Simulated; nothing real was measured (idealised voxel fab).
The following is a process module called voxel gate over fins.
270 nm wide, 5 nm square cells: that's cross-section cut.
This document writes a cross-section as a grid whose cells are square, and gives it as bands, listed from the top down; one or more rows of cells form a band.
Each band's line starts with the height of the band's top and of its bottom, in nm. Then come its materials from left to right, each with its width in nm. One material with "edge to edge" fills the band from edge to edge. "air" is empty space.
Height is counted from the level 0, under which the received wafer is composed throughout of one material. The lowest of the bands is not closed at the bottom but continues downward, in the notation "top 0, no bottom".
A width such as "30->40" changes by the same amount from each row of cells to the next, from the band's top row to its bottom row.
"nothing different", as given for a step, is the statement that not any cell of the cross-section underwent a change during that step.
This entry, "Internal closed voids", enumerates those empty regions of no fewer than 8 cells that possess no open connection to the top. Each region is reported in the form width x height at distance, the distance being taken from the left edge, with all three quantities expressed in nm.
Text after the settings on a step's line: the simulator's own remark on that step.
The line of a step may include "overlay nm". On a step with a mask, this value is how far to the right of its planned place the mask lay. A negative value means the mask lay to the left.

Listed below are the process steps as planned
1,RECEIVE (material Si)
2,CONFORMAL_DEP (material SiN; thk nm 5)
3,PATTERN (tone cover; mask id FINS; material resist; width nm 15; pitch nm 40; thk nm 15; overlay nm 0)
4,DIRECTIONAL_ETCH (etch materials SiN; depth nm 5)
5,DIRECTIONAL_ETCH (etch materials Si; depth nm 35)
6,STRIP (etch materials resist)
7,OXIDIZE (depth nm 5)
8,FILL_DEP (material SiO2; thk nm 15)
9,CMP (height nm 5)
10,SELECTIVE_ETCH (etch materials SiO2; depth nm 15)
11,STRIP (etch materials SiN)
12,CONFORMAL_DEP (material HfO2; thk nm 5)
13,CONFORMAL_DEP (material TiN; thk nm 5)
14,CONFORMAL_DEP (material TiAl; thk nm 5)
15,CONFORMAL_DEP (material TiN; thk nm 5)
16,FILL_DEP (material W; thk nm 15)
17,CMP (height nm 30)
18,CONFORMAL_DEP (material SiN; thk nm 10)

Cross-section: wafer on arrival = after step 1
  top 0, no bottom: Si edge to edge
  Internal closed voids: none

First of two wafers, end-of-module section, run followed plan
  top 40, bottom 30: SiN edge to edge
  top 30, bottom 20: W edge to edge
  top 20, bottom 15: W (70), then TiN (125), then W (75)
  top 15, bottom 10: W (70), then TiN (5), then TiAl (35), then TiN (5), then TiAl (35), then TiN (5), then TiAl (35), then TiN (5), then W (75)
  top 10, bottom 5: TiN (75), then TiAl (5), then TiN (25), then TiAl (5), then TiN (5), then TiAl (5), then TiN (25), then TiAl (5), then TiN (5), then TiAl (5), then TiN (25), then TiAl (5), then TiN (80)
  top 5, bottom 0: TiAl (80), then TiN (5), then HfO2 (15), then TiN (5), then TiAl (15), then TiN (5), then HfO2 (15), then TiN (5), then TiAl (15), then TiN (5), then HfO2 (15), then TiN (5), then TiAl (85)
  top 0, bottom -5: TiN (85), then HfO2 (5), then Si (5), then HfO2 (5), then TiN (25), then HfO2 (5), then Si (5), then HfO2 (5), then TiN (25), then HfO2 (5), then Si (5), then HfO2 (5), then TiN (90)
  top -5, bottom -10: HfO2 (90), then Si (5), then HfO2 (35), then Si (5), then HfO2 (35), then Si (5), then HfO2 (95)
  top -10, bottom -40: SiO2 (90), then Si (5), then SiO2 (35), then Si (5), then SiO2 (35), then Si (5), then SiO2 (95)
  top -40, no bottom: Si edge to edge
  Internal closed voids: none

Wafer two (of two), end-of-module cross-section: start = wafer one, plan = wafer one, one run mistake
  top 40, bottom 30: SiN edge to edge
  top 30, bottom 20: W edge to edge
  top 20, bottom 15: W (70), then TiN (125), then W (75)
  top 15, bottom 10: W (70), then TiN (5), then TiAl (35), then TiN (5), then TiAl (35), then TiN (5), then TiAl (35), then TiN (5), then W (75)
  top 10, bottom 5: TiN (75), then TiAl (5), then TiN (25), then TiAl (5), then TiN (5), then TiAl (5), then TiN (25), then TiAl (5), then TiN (5), then TiAl (5), then TiN (25), then TiAl (5), then TiN (80)
  top 5, bottom 0: TiAl (80), then TiN (5), then HfO2 (15), then TiN (5), then TiAl (5), then TiN (5), then TiAl (5), then TiN (5), then HfO2 (15), then TiN (5), then TiAl (5), then TiN (5), then TiAl (5), then TiN (5), then HfO2 (15), then TiN (5), then TiAl (85)
  top 0, bottom -5: TiN (85), then HfO2 (5), then Si (5), then HfO2 (5), then TiN (5), then TiAl (15), then TiN (5), then HfO2 (5), then Si (5), then HfO2 (5), then TiN (5), then TiAl (15), then TiN (5), then HfO2 (5), then Si (5), then HfO2 (5), then TiN (90)
  top -5, bottom -10: HfO2 (75), then TiN (10), then HfO2 (5), then Si (5), then HfO2 (5), then TiN (25), then HfO2 (5), then Si (5), then HfO2 (5), then TiN (25), then HfO2 (5), then Si (5), then HfO2 (5), then TiN (10), then HfO2 (80)
  top -10, bottom -15: SiO2 (70), then HfO2 (20), then Si (5), then HfO2 (35), then Si (5), then HfO2 (35), then Si (5), then HfO2 (20), then SiO2 (75)
  top -15, bottom -40: SiO2 (90), then Si (5), then SiO2 (35), then Si (5), then SiO2 (35), then Si (5), then SiO2 (95)
  top -40, no bottom: Si edge to edge
  Internal closed voids: none
Diagnosis: the run placed steps 10 and 11 each in the position the plan gave to the other
Bottom line after processing is that, in cells, the second wafer is up or down on some materials versus the first: HfO2 +8 | SiO2 -22 | TiAl +4 | TiN +10
